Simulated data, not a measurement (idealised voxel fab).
The following is a process module called voxel wiring stack.
Displayed cross-section: cut, width of 225 nm, square cells sized 5 nm.
The cross-sections in this document take the form of a grid made of square cells. They are written out as bands, in order from top to bottom. Each band consists of one or more rows of cells. Each band's line starts with the height of the band's top and of its bottom, in nm. Then come its materials from left to right, each with its width in nm. One material with "edge to edge" fills the band from edge to edge. "blank" is empty space. Basically, 0 is our baseline, since under it the wafer straight out of the box is all one material. The bottom band has no lower end and keeps on going down, so it looks like "0 and below". It should be noted that a width expressed as "30 to 40" varies in equal increments from row to row of cells within the band, taking the value of the first number at the top row and that of the second number at the bottom row. "nothing got changed", as given for a step, is the statement that not any cell of the cross-section underwent a change during that step. Empty spaces counting at least 8 cells and having no open way to the top are listed in "Catalogued sealed voids". The notation width x height at distance is used for each, the distance being from the left edge and all three values in nm. Heads up: the bit after the settings on a step's line is the simulator's remark on that step. overlay nm, on a step with a mask: how far to the right of its planned place the mask lay; to the left if negative.

PROCESS STEPS (PLANNED)
step 1: RECEIVE,material Si
step 2: CONFORMAL_DEP,material SiO2,thk nm 10
step 3: CONFORMAL_DEP,material SiN,thk nm 5
step 4: DIRECTIONAL_DEP,material SiO2,thk nm 20
step 5: DIRECTIONAL_DEP,material aC,thk nm 10
step 6: PATTERN,tone open,mask id METAL_1,material resist,width nm 30,pitch nm 55,thk nm 25,overlay nm 0
step 7: DIRECTIONAL_ETCH,etch materials aC,depth nm 10
step 8: STRIP,etch materials resist
step 9: DIRECTIONAL_ETCH,etch materials SiO2,depth nm 20
step 10: DIRECTIONAL_ETCH,etch materials SiN,depth nm 5
step 11: STRIP,etch materials aC
step 12: CONFORMAL_DEP,material TiN,thk nm 5
step 13: FILL_DEP,material Cu,thk nm 5
step 14: CMP,height nm 35
step 15: CONFORMAL_DEP,material SiCN,thk nm 5
step 16: DIRECTIONAL_DEP,material lowk,thk nm 10
step 17: DIRECTIONAL_DEP,material aC,thk nm 10
step 18: PATTERN,tone open,mask id PLUG_1,material resist,width nm 15,thk nm 30,overlay nm 0
step 19: DIRECTIONAL_ETCH,etch materials aC,depth nm 10
step 20: STRIP,etch materials resist
step 21: DIRECTIONAL_ETCH,etch materials lowk,depth nm 10
step 22: DIRECTIONAL_ETCH,etch materials SiCN,depth nm 5
step 23: STRIP,etch materials aC
step 24: EPI,material Ru,thk nm 10
step 25: EPI,material Ru,thk nm 5
step 26: CONFORMAL_DEP,material SiN,thk nm 5
step 27: DIRECTIONAL_DEP,material lowk,thk nm 15
step 28: DIRECTIONAL_DEP,material aC,thk nm 15
step 29: PATTERN,tone open,mask id METAL_2,material resist,width nm 30,pitch nm 55,thk nm 30,overlay nm 0
step 30: DIRECTIONAL_ETCH,etch materials aC,depth nm 15
step 31: STRIP,etch materials resist
step 32: DIRECTIONAL_ETCH,etch materials lowk,depth nm 15
step 33: DIRECTIONAL_ETCH,etch materials SiN,depth nm 5
step 34: STRIP,etch materials aC
step 35: CONFORMAL_DEP,material TiN,thk nm 5
step 36: FILL_DEP,material Ru,thk nm 10
step 37: CMP,height nm 70
step 38: CONFORMAL_DEP,material SiCN,thk nm 5
step 39: DIRECTIONAL_DEP,material SiO2,thk nm 30
step 40: PATTERN,tone open,mask id METAL_3_HOLES,material resist,width nm 15,thk nm 20,overlay nm 0
step 41: DIRECTIONAL_ETCH,etch materials SiO2,depth nm 30
step 42: STRIP,etch materials resist
step 43: MASKED_ETCH,tone open,mask id METAL_3,width nm 30,pitch nm 55,etch materials SiO2,depth nm 15,overlay nm 0
step 44: MASKED_ETCH,tone open,mask id METAL_3,width nm 30,pitch nm 55,etch materials SiCN,depth nm 5,overlay nm 0
step 45: CONFORMAL_DEP,material TiN,thk nm 5
step 46: FILL_DEP,material Ru,thk nm 10
step 47: CMP,height nm 105
step 48: CONFORMAL_DEP,material SiCN,thk nm 5

THE FIRST OF A SET OF TWO WAFERS, RUN TO PLAN

CROSS-SECTION, INCOMING MATERIAL, AFTER STEP 1
> 0 and below | Si edge to edge
> Catalogued sealed voids: none

CROSS-SECTION OF THE WAFER SUBSEQUENT TO STEP 2
> 10 down to 0 | SiO2 edge to edge
> At heights below 0, the structure remains unaltered.

CROSS-SECTION OF THE WAFER SUBSEQUENT TO STEP 3
> 15 down to 10 | SiN edge to edge
> At heights below 10, the structure remains unaltered.

CROSS-SECTION OF THE WAFER SUBSEQUENT TO STEP 4
> 35 down to 15 | SiO2 edge to edge
> At heights below 15, the structure remains unaltered.

CROSS-SECTION OF THE WAFER SUBSEQUENT TO STEP 5
> 45 down to 35 | aC edge to edge
> At heights below 35, the structure remains unaltered.

CROSS-SECTION OF THE WAFER SUBSEQUENT TO STEP 6
> 70 down to 45 | resist: 70 | blank: 30 | resist: 25 | blank: 30 | resist: 70
> At heights below 45, the structure remains unaltered.

CROSS-SECTION OF THE WAFER SUBSEQUENT TO STEP 7
> 60 down to 45 | resist: 70 | blank: 30 | resist: 25 | blank: 30 | resist: 70
> 45 down to 35 | aC: 70 | blank: 30 | aC: 25 | blank: 30 | aC: 70
> At heights below 35, the structure remains unaltered.

CROSS-SECTION OF THE WAFER SUBSEQUENT TO STEP 8
> 45 down to 35 | aC: 70 | blank: 30 | aC: 25 | blank: 30 | aC: 70
> At heights below 35, the structure remains unaltered.

CROSS-SECTION OF THE WAFER SUBSEQUENT TO STEP 9
> 45 down to 35 | aC: 70 | blank: 30 | aC: 25 | blank: 30 | aC: 70
> 35 down to 15 | SiO2: 70 | blank: 30 | SiO2: 25 | blank: 30 | SiO2: 70
> At heights below 15, the structure remains unaltered.

CROSS-SECTION OF THE WAFER SUBSEQUENT TO STEP 10
> 45 down to 35 | aC: 70 | blank: 30 | aC: 25 | blank: 30 | aC: 70
> 35 down to 15 | SiO2: 70 | blank: 30 | SiO2: 25 | blank: 30 | SiO2: 70
> 15 down to 10 | SiN: 70 | blank: 30 | SiN: 25 | blank: 30 | SiN: 70
> At heights below 10, the structure remains unaltered.

CROSS-SECTION OF THE WAFER SUBSEQUENT TO STEP 11
> 35 down to 15 | SiO2: 70 | blank: 30 | SiO2: 25 | blank: 30 | SiO2: 70
> At heights below 15, the structure remains unaltered.

CROSS-SECTION OF THE WAFER SUBSEQUENT TO STEP 12
> 40 down to 35 | TiN: 75 | blank: 20 | TiN: 35 | blank: 20 | TiN: 75
> 35 down to 15 | SiO2: 70 | TiN: 5 | blank: 20 | TiN: 5 | SiO2: 25 | TiN: 5 | blank: 20 | TiN: 5 | SiO2: 70
> 15 down to 10 | SiN: 70 | TiN: 30 | SiN: 25 | TiN: 30 | SiN: 70
> At heights below 10, the structure remains unaltered.

CROSS-SECTION OF THE WAFER SUBSEQUENT TO STEP 13
> 45 down to 40 | Cu edge to edge
> 40 down to 35 | TiN: 75 | Cu: 20 | TiN: 35 | Cu: 20 | TiN: 75
> 35 down to 15 | SiO2: 70 | TiN: 5 | Cu: 20 | TiN: 5 | SiO2: 25 | TiN: 5 | Cu: 20 | TiN: 5 | SiO2: 70
> At heights below 15, the structure remains unaltered.

CROSS-SECTION OF THE WAFER SUBSEQUENT TO STEP 14
> 35 down to 15 | SiO2: 70 | TiN: 5 | Cu: 20 | TiN: 5 | SiO2: 25 | TiN: 5 | Cu: 20 | TiN: 5 | SiO2: 70
> At heights below 15, the structure remains unaltered.

CROSS-SECTION OF THE WAFER SUBSEQUENT TO STEP 15
> 40 down to 35 | SiCN edge to edge
> At heights below 35, the structure remains unaltered.

CROSS-SECTION OF THE WAFER SUBSEQUENT TO STEP 16
> 50 down to 40 | lowk edge to edge
> At heights below 40, the structure remains unaltered.

CROSS-SECTION OF THE WAFER SUBSEQUENT TO STEP 17
> 60 down to 50 | aC edge to edge
> At heights below 50, the structure remains unaltered.

CROSS-SECTION OF THE WAFER SUBSEQUENT TO STEP 18
> 90 down to 60 | resist: 70 | blank: 15 | resist: 140
> At heights below 60, the structure remains unaltered.

CROSS-SECTION OF THE WAFER SUBSEQUENT TO STEP 19
> 80 down to 60 | resist: 70 | blank: 15 | resist: 140
> 60 down to 50 | aC: 70 | blank: 15 | aC: 140
> At heights below 50, the structure remains unaltered.

CROSS-SECTION OF THE WAFER SUBSEQUENT TO STEP 20
> 60 down to 50 | aC: 70 | blank: 15 | aC: 140
> At heights below 50, the structure remains unaltered.

CROSS-SECTION OF THE WAFER SUBSEQUENT TO STEP 21
> 60 down to 50 | aC: 70 | blank: 15 | aC: 140
> 50 down to 40 | lowk: 70 | blank: 15 | lowk: 140
> At heights below 40, the structure remains unaltered.

CROSS-SECTION OF THE WAFER SUBSEQUENT TO STEP 22
> 60 down to 50 | aC: 70 | blank: 15 | aC: 140
> 50 down to 40 | lowk: 70 | blank: 15 | lowk: 140
> 40 down to 35 | SiCN: 70 | blank: 15 | SiCN: 140
> At heights below 35, the structure remains unaltered.

CROSS-SECTION OF THE WAFER SUBSEQUENT TO STEP 23
> 50 down to 40 | lowk: 70 | blank: 15 | lowk: 140
> At heights below 40, the structure remains unaltered.

CROSS-SECTION OF THE WAFER SUBSEQUENT TO STEP 24
> 50 down to 45 | lowk: 70 | blank: 15 | lowk: 140
> 45 down to 40 | lowk: 70 | Ru: 15 | lowk: 140
> 40 down to 35 | SiCN: 70 | Ru: 15 | SiCN: 140
> At heights below 35, the structure remains unaltered.

CROSS-SECTION OF THE WAFER SUBSEQUENT TO STEP 25
> 50 down to 40 | lowk: 70 | Ru: 15 | lowk: 140
> At heights below 40, the structure remains unaltered.

CROSS-SECTION OF THE WAFER SUBSEQUENT TO STEP 26
> 55 down to 50 | SiN edge to edge
> At heights below 50, the structure remains unaltered.

CROSS-SECTION OF THE WAFER SUBSEQUENT TO STEP 27
> 70 down to 55 | lowk edge to edge
> At heights below 55, the structure remains unaltered.

CROSS-SECTION OF THE WAFER SUBSEQUENT TO STEP 28
> 85 down to 70 | aC edge to edge
> At heights below 70, the structure remains unaltered.

CROSS-SECTION OF THE WAFER SUBSEQUENT TO STEP 29
> 115 down to 85 | resist: 70 | blank: 30 | resist: 25 | blank: 30 | resist: 70
> At heights below 85, the structure remains unaltered.

CROSS-SECTION OF THE WAFER SUBSEQUENT TO STEP 30
> 100 down to 85 | resist: 70 | blank: 30 | resist: 25 | blank: 30 | resist: 70
> 85 down to 70 | aC: 70 | blank: 30 | aC: 25 | blank: 30 | aC: 70
> At heights below 70, the structure remains unaltered.

CROSS-SECTION OF THE WAFER SUBSEQUENT TO STEP 31
> 85 down to 70 | aC: 70 | blank: 30 | aC: 25 | blank: 30 | aC: 70
> At heights below 70, the structure remains unaltered.

CROSS-SECTION OF THE WAFER SUBSEQUENT TO STEP 32
> 85 down to 70 | aC: 70 | blank: 30 | aC: 25 | blank: 30 | aC: 70
> 70 down to 55 | lowk: 70 | blank: 30 | lowk: 25 | blank: 30 | lowk: 70
> At heights below 55, the structure remains unaltered.

CROSS-SECTION OF THE WAFER SUBSEQUENT TO STEP 33
> 85 down to 70 | aC: 70 | blank: 30 | aC: 25 | blank: 30 | aC: 70
> 70 down to 55 | lowk: 70 | blank: 30 | lowk: 25 | blank: 30 | lowk: 70
> 55 down to 50 | SiN: 70 | blank: 30 | SiN: 25 | blank: 30 | SiN: 70
> At heights below 50, the structure remains unaltered.

CROSS-SECTION OF THE WAFER SUBSEQUENT TO STEP 34
> 70 down to 55 | lowk: 70 | blank: 30 | lowk: 25 | blank: 30 | lowk: 70
> At heights below 55, the structure remains unaltered.

CROSS-SECTION OF THE WAFER SUBSEQUENT TO STEP 35
> 75 down to 70 | TiN: 75 | blank: 20 | TiN: 35 | blank: 20 | TiN: 75
> 70 down to 55 | lowk: 70 | TiN: 5 | blank: 20 | TiN: 5 | lowk: 25 | TiN: 5 | blank: 20 | TiN: 5 | lowk: 70
> 55 down to 50 | SiN: 70 | TiN: 30 | SiN: 25 | TiN: 30 | SiN: 70
> At heights below 50, the structure remains unaltered.

CROSS-SECTION OF THE WAFER SUBSEQUENT TO STEP 36
> 85 down to 75 | Ru edge to edge
> 75 down to 70 | TiN: 75 | Ru: 20 | TiN: 35 | Ru: 20 | TiN: 75
> 70 down to 55 | lowk: 70 | TiN: 5 | Ru: 20 | TiN: 5 | lowk: 25 | TiN: 5 | Ru: 20 | TiN: 5 | lowk: 70
> At heights below 55, the structure remains unaltered.

CROSS-SECTION OF THE WAFER SUBSEQUENT TO STEP 37
> 70 down to 55 | lowk: 70 | TiN: 5 | Ru: 20 | TiN: 5 | lowk: 25 | TiN: 5 | Ru: 20 | TiN: 5 | lowk: 70
> At heights below 55, the structure remains unaltered.

CROSS-SECTION OF THE WAFER SUBSEQUENT TO STEP 38
> 75 down to 70 | SiCN edge to edge
> At heights below 70, the structure remains unaltered.

CROSS-SECTION OF THE WAFER SUBSEQUENT TO STEP 39
> 105 down to 75 | SiO2 edge to edge
> At heights below 75, the structure remains unaltered.

CROSS-SECTION OF THE WAFER SUBSEQUENT TO STEP 40
> 125 down to 105 | resist: 70 | blank: 15 | resist: 140
> At heights below 105, the structure remains unaltered.

CROSS-SECTION OF THE WAFER SUBSEQUENT TO STEP 41
> 125 down to 105 | resist: 70 | blank: 15 | resist: 140
> 105 down to 75 | SiO2: 70 | blank: 15 | SiO2: 140
> At heights below 75, the structure remains unaltered.

CROSS-SECTION OF THE WAFER SUBSEQUENT TO STEP 42
> 105 down to 75 | SiO2: 70 | blank: 15 | SiO2: 140
> At heights below 75, the structure remains unaltered.

CROSS-SECTION OF THE WAFER SUBSEQUENT TO STEP 43
> 105 down to 90 | SiO2: 70 | blank: 30 | SiO2: 25 | blank: 30 | SiO2: 70
> At heights below 90, the structure remains unaltered.

CROSS-SECTION OF THE WAFER SUBSEQUENT TO STEP 44
> 105 down to 90 | SiO2: 70 | blank: 30 | SiO2: 25 | blank: 30 | SiO2: 70
> 90 down to 75 | SiO2: 70 | blank: 15 | SiO2: 140
> 75 down to 70 | SiCN: 70 | blank: 15 | SiCN: 140
> At heights below 70, the structure remains unaltered.

CROSS-SECTION OF THE WAFER SUBSEQUENT TO STEP 45
> 110 down to 105 | TiN: 75 | blank: 20 | TiN: 35 | blank: 20 | TiN: 75
> 105 down to 95 | SiO2: 70 | TiN: 5 | blank: 20 | TiN: 5 | SiO2: 25 | TiN: 5 | blank: 20 | TiN: 5 | SiO2: 70
> 95 down to 90 | SiO2: 70 | TiN: 5 | blank: 5 | TiN: 20 | SiO2: 25 | TiN: 30 | SiO2: 70
> 90 down to 75 | SiO2: 70 | TiN: 5 | blank: 5 | TiN: 5 | SiO2: 140
> 75 down to 70 | SiCN: 70 | TiN: 15 | SiCN: 140
> At heights below 70, the structure remains unaltered.

CROSS-SECTION OF THE WAFER SUBSEQUENT TO STEP 46
> 120 down to 110 | Ru edge to edge
> 110 down to 105 | TiN: 75 | Ru: 20 | TiN: 35 | Ru: 20 | TiN: 75
> 105 down to 95 | SiO2: 70 | TiN: 5 | Ru: 20 | TiN: 5 | SiO2: 25 | TiN: 5 | Ru: 20 | TiN: 5 | SiO2: 70
> 95 down to 90 | SiO2: 70 | TiN: 5 | Ru: 5 | TiN: 20 | SiO2: 25 | TiN: 30 | SiO2: 70
> 90 down to 75 | SiO2: 70 | TiN: 5 | Ru: 5 | TiN: 5 | SiO2: 140
> At heights below 75, the structure remains unaltered.

CROSS-SECTION OF THE WAFER SUBSEQUENT TO STEP 47
> 105 down to 95 | SiO2: 70 | TiN: 5 | Ru: 20 | TiN: 5 | SiO2: 25 | TiN: 5 | Ru: 20 | TiN: 5 | SiO2: 70
> At heights below 95, the structure remains unaltered.

CROSS-SECTION OF THE WAFER SUBSEQUENT TO STEP 48
> 110 down to 105 | SiCN edge to edge
> At heights below 105, the structure remains unaltered.

COMPANION WAFER, THE SECOND OF TWO: SAME BEGINNING, SAME INTENDED SEQUENCE, ONE MISTAKE IN CARRYING IT OUT; THROUGH STEP 2 INCLUSIVE IT TRACKS THE FIRST EXACTLY

THE SECOND WAFER CUT THROUGH, AT THE TIME STEP 3 WAS SUPPOSED TO BE FINISHED
> 30 down to 0 | SiO2 edge to edge
> At heights below 0, the structure remains unaltered.

THE SECOND WAFER CUT THROUGH, AT THE TIME STEP 4 WAS SUPPOSED TO BE FINISHED
> 35 down to 30 | SiN edge to edge
> At heights below 30, the structure remains unaltered.

THE SECOND WAFER CUT THROUGH, AT THE TIME STEP 5 WAS SUPPOSED TO BE FINISHED
> 45 down to 35 | aC edge to edge
> At heights below 35, the structure remains unaltered.

THE SECOND WAFER CUT THROUGH, AT THE TIME STEP 6 WAS SUPPOSED TO BE FINISHED
> 70 down to 45 | resist: 70 | blank: 30 | resist: 25 | blank: 30 | resist: 70
> At heights below 45, the structure remains unaltered.

THE SECOND WAFER CUT THROUGH, AT THE TIME STEP 7 WAS SUPPOSED TO BE FINISHED
> 60 down to 45 | resist: 70 | blank: 30 | resist: 25 | blank: 30 | resist: 70
> 45 down to 35 | aC: 70 | blank: 30 | aC: 25 | blank: 30 | aC: 70
> At heights below 35, the structure remains unaltered.

THE SECOND WAFER CUT THROUGH, AT THE TIME STEP 8 WAS SUPPOSED TO BE FINISHED
> 45 down to 35 | aC: 70 | blank: 30 | aC: 25 | blank: 30 | aC: 70
> At heights below 35, the structure remains unaltered.

The second wafer cut through, at the time step 9 was supposed to be finished: nothing got changed

THE SECOND WAFER CUT THROUGH, AT THE TIME STEP 10 WAS SUPPOSED TO BE FINISHED
> 45 down to 35 | aC: 70 | blank: 30 | aC: 25 | blank: 30 | aC: 70
> 35 down to 30 | SiN: 70 | blank: 30 | SiN: 25 | blank: 30 | SiN: 70
> At heights below 30, the structure remains unaltered.

THE SECOND WAFER CUT THROUGH, AT THE TIME STEP 11 WAS SUPPOSED TO BE FINISHED
> 35 down to 30 | SiN: 70 | blank: 30 | SiN: 25 | blank: 30 | SiN: 70
> At heights below 30, the structure remains unaltered.

THE SECOND WAFER CUT THROUGH, AT THE TIME STEP 12 WAS SUPPOSED TO BE FINISHED
> 40 down to 35 | TiN: 75 | blank: 20 | TiN: 35 | blank: 20 | TiN: 75
> 35 down to 30 | SiN: 70 | TiN: 30 | SiN: 25 | TiN: 30 | SiN: 70
> At heights below 30, the structure remains unaltered.

THE SECOND WAFER CUT THROUGH, AT THE TIME STEP 13 WAS SUPPOSED TO BE FINISHED
> 45 down to 40 | Cu edge to edge
> 40 down to 35 | TiN: 75 | Cu: 20 | TiN: 35 | Cu: 20 | TiN: 75
> At heights below 35, the structure remains unaltered.

THE SECOND WAFER CUT THROUGH, AT THE TIME STEP 14 WAS SUPPOSED TO BE FINISHED
> 35 down to 30 | SiN: 70 | TiN: 30 | SiN: 25 | TiN: 30 | SiN: 70
> At heights below 30, the structure remains unaltered.

THE SECOND WAFER CUT THROUGH, AT THE TIME STEP 15 WAS SUPPOSED TO BE FINISHED
> 40 down to 35 | SiCN edge to edge
> At heights below 35, the structure remains unaltered.

THE SECOND WAFER CUT THROUGH, AT THE TIME STEP 16 WAS SUPPOSED TO BE FINISHED
> 50 down to 40 | lowk edge to edge
> At heights below 40, the structure remains unaltered.

THE SECOND WAFER CUT THROUGH, AT THE TIME STEP 17 WAS SUPPOSED TO BE FINISHED
> 60 down to 50 | aC edge to edge
> At heights below 50, the structure remains unaltered.

THE SECOND WAFER CUT THROUGH, AT THE TIME STEP 18 WAS SUPPOSED TO BE FINISHED
> 90 down to 60 | resist: 70 | blank: 15 | resist: 140
> At heights below 60, the structure remains unaltered.

THE SECOND WAFER CUT THROUGH, AT THE TIME STEP 19 WAS SUPPOSED TO BE FINISHED
> 80 down to 60 | resist: 70 | blank: 15 | resist: 140
> 60 down to 50 | aC: 70 | blank: 15 | aC: 140
> At heights below 50, the structure remains unaltered.

THE SECOND WAFER CUT THROUGH, AT THE TIME STEP 20 WAS SUPPOSED TO BE FINISHED
> 60 down to 50 | aC: 70 | blank: 15 | aC: 140
> At heights below 50, the structure remains unaltered.

THE SECOND WAFER CUT THROUGH, AT THE TIME STEP 21 WAS SUPPOSED TO BE FINISHED
> 60 down to 50 | aC: 70 | blank: 15 | aC: 140
> 50 down to 40 | lowk: 70 | blank: 15 | lowk: 140
> At heights below 40, the structure remains unaltered.

THE SECOND WAFER CUT THROUGH, AT THE TIME STEP 22 WAS SUPPOSED TO BE FINISHED
> 60 down to 50 | aC: 70 | blank: 15 | aC: 140
> 50 down to 40 | lowk: 70 | blank: 15 | lowk: 140
> 40 down to 35 | SiCN: 70 | blank: 15 | SiCN: 140
> At heights below 35, the structure remains unaltered.

THE SECOND WAFER CUT THROUGH, AT THE TIME STEP 23 WAS SUPPOSED TO BE FINISHED
> 50 down to 40 | lowk: 70 | blank: 15 | lowk: 140
> At heights below 40, the structure remains unaltered.

THE SECOND WAFER CUT THROUGH, AT THE TIME STEP 24 WAS SUPPOSED TO BE FINISHED
> 50 down to 45 | lowk: 70 | blank: 15 | lowk: 140
> 45 down to 40 | lowk: 70 | Ru: 15 | lowk: 140
> 40 down to 35 | SiCN: 70 | Ru: 15 | SiCN: 140
> At heights below 35, the structure remains unaltered.

THE SECOND WAFER CUT THROUGH, AT THE TIME STEP 25 WAS SUPPOSED TO BE FINISHED
> 50 down to 40 | lowk: 70 | Ru: 15 | lowk: 140
> At heights below 40, the structure remains unaltered.

THE SECOND WAFER CUT THROUGH, AT THE TIME STEP 26 WAS SUPPOSED TO BE FINISHED
> 55 down to 50 | SiN edge to edge
> At heights below 50, the structure remains unaltered.

THE SECOND WAFER CUT THROUGH, AT THE TIME STEP 27 WAS SUPPOSED TO BE FINISHED
> 70 down to 55 | lowk edge to edge
> At heights below 55, the structure remains unaltered.

THE SECOND WAFER CUT THROUGH, AT THE TIME STEP 28 WAS SUPPOSED TO BE FINISHED
> 85 down to 70 | aC edge to edge
> At heights below 70, the structure remains unaltered.

THE SECOND WAFER CUT THROUGH, AT THE TIME STEP 29 WAS SUPPOSED TO BE FINISHED
> 115 down to 85 | resist: 70 | blank: 30 | resist: 25 | blank: 30 | resist: 70
> At heights below 85, the structure remains unaltered.

THE SECOND WAFER CUT THROUGH, AT THE TIME STEP 30 WAS SUPPOSED TO BE FINISHED
> 100 down to 85 | resist: 70 | blank: 30 | resist: 25 | blank: 30 | resist: 70
> 85 down to 70 | aC: 70 | blank: 30 | aC: 25 | blank: 30 | aC: 70
> At heights below 70, the structure remains unaltered.

THE SECOND WAFER CUT THROUGH, AT THE TIME STEP 31 WAS SUPPOSED TO BE FINISHED
> 85 down to 70 | aC: 70 | blank: 30 | aC: 25 | blank: 30 | aC: 70
> At heights below 70, the structure remains unaltered.

THE SECOND WAFER CUT THROUGH, AT THE TIME STEP 32 WAS SUPPOSED TO BE FINISHED
> 85 down to 70 | aC: 70 | blank: 30 | aC: 25 | blank: 30 | aC: 70
> 70 down to 55 | lowk: 70 | blank: 30 | lowk: 25 | blank: 30 | lowk: 70
> At heights below 55, the structure remains unaltered.

THE SECOND WAFER CUT THROUGH, AT THE TIME STEP 33 WAS SUPPOSED TO BE FINISHED
> 85 down to 70 | aC: 70 | blank: 30 | aC: 25 | blank: 30 | aC: 70
> 70 down to 55 | lowk: 70 | blank: 30 | lowk: 25 | blank: 30 | lowk: 70
> 55 down to 50 | SiN: 70 | blank: 30 | SiN: 25 | blank: 30 | SiN: 70
> At heights below 50, the structure remains unaltered.

THE SECOND WAFER CUT THROUGH, AT THE TIME STEP 34 WAS SUPPOSED TO BE FINISHED
> 70 down to 55 | lowk: 70 | blank: 30 | lowk: 25 | blank: 30 | lowk: 70
> At heights below 55, the structure remains unaltered.

THE SECOND WAFER CUT THROUGH, AT THE TIME STEP 35 WAS SUPPOSED TO BE FINISHED
> 75 down to 70 | TiN: 75 | blank: 20 | TiN: 35 | blank: 20 | TiN: 75
> 70 down to 55 | lowk: 70 | TiN: 5 | blank: 20 | TiN: 5 | lowk: 25 | TiN: 5 | blank: 20 | TiN: 5 | lowk: 70
> 55 down to 50 | SiN: 70 | TiN: 30 | SiN: 25 | TiN: 30 | SiN: 70
> At heights below 50, the structure remains unaltered.

THE SECOND WAFER CUT THROUGH, AT THE TIME STEP 36 WAS SUPPOSED TO BE FINISHED
> 85 down to 75 | Ru edge to edge
> 75 down to 70 | TiN: 75 | Ru: 20 | TiN: 35 | Ru: 20 | TiN: 75
> 70 down to 55 | lowk: 70 | TiN: 5 | Ru: 20 | TiN: 5 | lowk: 25 | TiN: 5 | Ru: 20 | TiN: 5 | lowk: 70
> At heights below 55, the structure remains unaltered.

THE SECOND WAFER CUT THROUGH, AT THE TIME STEP 37 WAS SUPPOSED TO BE FINISHED
> 70 down to 55 | lowk: 70 | TiN: 5 | Ru: 20 | TiN: 5 | lowk: 25 | TiN: 5 | Ru: 20 | TiN: 5 | lowk: 70
> At heights below 55, the structure remains unaltered.

THE SECOND WAFER CUT THROUGH, AT THE TIME STEP 38 WAS SUPPOSED TO BE FINISHED
> 75 down to 70 | SiCN edge to edge
> At heights below 70, the structure remains unaltered.

THE SECOND WAFER CUT THROUGH, AT THE TIME STEP 39 WAS SUPPOSED TO BE FINISHED
> 105 down to 75 | SiO2 edge to edge
> At heights below 75, the structure remains unaltered.

THE SECOND WAFER CUT THROUGH, AT THE TIME STEP 40 WAS SUPPOSED TO BE FINISHED
> 125 down to 105 | resist: 70 | blank: 15 | resist: 140
> At heights below 105, the structure remains unaltered.

THE SECOND WAFER CUT THROUGH, AT THE TIME STEP 41 WAS SUPPOSED TO BE FINISHED
> 125 down to 105 | resist: 70 | blank: 15 | resist: 140
> 105 down to 75 | SiO2: 70 | blank: 15 | SiO2: 140
> At heights below 75, the structure remains unaltered.

THE SECOND WAFER CUT THROUGH, AT THE TIME STEP 42 WAS SUPPOSED TO BE FINISHED
> 105 down to 75 | SiO2: 70 | blank: 15 | SiO2: 140
> At heights below 75, the structure remains unaltered.

THE SECOND WAFER CUT THROUGH, AT THE TIME STEP 43 WAS SUPPOSED TO BE FINISHED
> 105 down to 90 | SiO2: 70 | blank: 30 | SiO2: 25 | blank: 30 | SiO2: 70
> At heights below 90, the structure remains unaltered.

THE SECOND WAFER CUT THROUGH, AT THE TIME STEP 44 WAS SUPPOSED TO BE FINISHED
> 105 down to 90 | SiO2: 70 | blank: 30 | SiO2: 25 | blank: 30 | SiO2: 70
> 90 down to 75 | SiO2: 70 | blank: 15 | SiO2: 140
> 75 down to 70 | SiCN: 70 | blank: 15 | SiCN: 140
> At heights below 70, the structure remains unaltered.

THE SECOND WAFER CUT THROUGH, AT THE TIME STEP 45 WAS SUPPOSED TO BE FINISHED
> 110 down to 105 | TiN: 75 | blank: 20 | TiN: 35 | blank: 20 | TiN: 75
> 105 down to 95 | SiO2: 70 | TiN: 5 | blank: 20 | TiN: 5 | SiO2: 25 | TiN: 5 | blank: 20 | TiN: 5 | SiO2: 70
> 95 down to 90 | SiO2: 70 | TiN: 5 | blank: 5 | TiN: 20 | SiO2: 25 | TiN: 30 | SiO2: 70
> 90 down to 75 | SiO2: 70 | TiN: 5 | blank: 5 | TiN: 5 | SiO2: 140
> 75 down to 70 | SiCN: 70 | TiN: 15 | SiCN: 140
> At heights below 70, the structure remains unaltered.

THE SECOND WAFER CUT THROUGH, AT THE TIME STEP 46 WAS SUPPOSED TO BE FINISHED
> 120 down to 110 | Ru edge to edge
> 110 down to 105 | TiN: 75 | Ru: 20 | TiN: 35 | Ru: 20 | TiN: 75
> 105 down to 95 | SiO2: 70 | TiN: 5 | Ru: 20 | TiN: 5 | SiO2: 25 | TiN: 5 | Ru: 20 | TiN: 5 | SiO2: 70
> 95 down to 90 | SiO2: 70 | TiN: 5 | Ru: 5 | TiN: 20 | SiO2: 25 | TiN: 30 | SiO2: 70
> 90 down to 75 | SiO2: 70 | TiN: 5 | Ru: 5 | TiN: 5 | SiO2: 140
> At heights below 75, the structure remains unaltered.

THE SECOND WAFER CUT THROUGH, AT THE TIME STEP 47 WAS SUPPOSED TO BE FINISHED
> 105 down to 95 | SiO2: 70 | TiN: 5 | Ru: 20 | TiN: 5 | SiO2: 25 | TiN: 5 | Ru: 20 | TiN: 5 | SiO2: 70
> At heights below 95, the structure remains unaltered.

THE SECOND WAFER CUT THROUGH, AT THE TIME STEP 48 WAS SUPPOSED TO BE FINISHED
> 110 down to 105 | SiCN edge to edge
> At heights below 105, the structure remains unaltered.
In executing the process, a mistake was made relative to the plan: plan steps 3 and 4 run swapped
Final wafer comparison in cells, second versus first, more or fewer per material: Cu: 32 fewer, SiO2: 48 more, TiN: 16 fewer
